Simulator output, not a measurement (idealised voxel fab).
process module | voxel self aligned vias
cross-section cut | 180 nm wide | cells 5 nm
A cross-section is a grid of square cells, given in bands from the top down. A band is one or more rows of cells.
Each band's line starts with the height of the band's top and of its bottom, in nm. Then come its materials from left to right, each with its width in nm. One material with "throughout" fills the band from edge to edge. "air" is empty space.
Height 0 is the level under which the wafer as received is all one material. The lowest band goes on downwards, as in "0 down".
A width such as "30 to 40" changes by the same amount from each row of cells to the next, from the band's top row to its bottom row.
"no change" after a step means that no cell of the cross-section changed.
closed voids: empty space of 8 cells or more with no open way to the top, each as width x height at its distance from the left edge, in nm
after a step's settings: what the simulator itself notes on the step
overlay nm, on a step with a mask: how far to the right of its planned place the mask lay; to the left if negative
plan
1 op RECEIVE | material Si
2 op CONFORMAL_DEP | material SiO2 | thk nm 15
3 op CONFORMAL_DEP | material SiCN | thk nm 5
4 op DIRECTIONAL_DEP | material SiO2 | thk nm 25
5 op PATTERN | tone open | mask id LINES | material resist | width nm 20 | pitch nm 70 | thk nm 20 | overlay nm -15
6 op DIRECTIONAL_ETCH | etch materials SiO2 | depth nm 25
7 op STRIP | etch materials resist
8 op CONFORMAL_DEP | material TiN | thk nm 5
9 op FILL_DEP | material Ru | thk nm 5
10 op CMP | height nm 45
11 op SELECTIVE_ETCH | etch materials W Ru TiN | depth nm 5
12 op FILL_DEP | material SiN | thk nm 5
13 op CMP | height nm 45
14 op DIRECTIONAL_DEP | material SiO2 | thk nm 15
15 op PATTERN | tone open | mask id VIAS | material resist | width nm 40 | pitch nm 70 | thk nm 20 | overlay nm 0
16 op DIRECTIONAL_ETCH | etch materials SiO2 | depth nm 15
17 op DIRECTIONAL_ETCH | etch materials SiN | depth nm 5
18 op STRIP | etch materials resist
19 op CONFORMAL_DEP | material TiN | thk nm 5
20 op FILL_DEP | material Cu | thk nm 10
21 op CMP | height nm 60
22 op CONFORMAL_DEP | material SiN | thk nm 5
varied across the wafers: overlay nm of step 5. The plan shows the first wafer's value. All wafers start alike
first wafer as received, after step 1
  0 down: Si throughout
  closed voids: none
each wafer at the end: cells of each material gained (+) or lost (-) since it was received, then its closed voids
overlay nm -15 | +26 Cu | +12 Ru | +36 SiCN | +38 SiN | +308 SiO2 | +48 TiN | closed voids: none
overlay nm -10 | +28 Cu | +12 Ru | +36 SiCN | +36 SiN | +308 SiO2 | +48 TiN | closed voids: none
overlay nm -5 | +28 Cu | +12 Ru | +36 SiCN | +36 SiN | +308 SiO2 | +48 TiN | closed voids: none
overlay nm 0 | +28 Cu | +12 Ru | +36 SiCN | +36 SiN | +308 SiO2 | +48 TiN | closed voids: none
overlay nm 5 | +28 Cu | +12 Ru | +36 SiCN | +36 SiN | +308 SiO2 | +48 TiN | closed voids: none
overlay nm 10 | +28 Cu | +12 Ru | +36 SiCN | +36 SiN | +308 SiO2 | +48 TiN | closed voids: none
overlay nm 15 | +26 Cu | +12 Ru | +36 SiCN | +38 SiN | +308 SiO2 | +48 TiN | closed voids: none
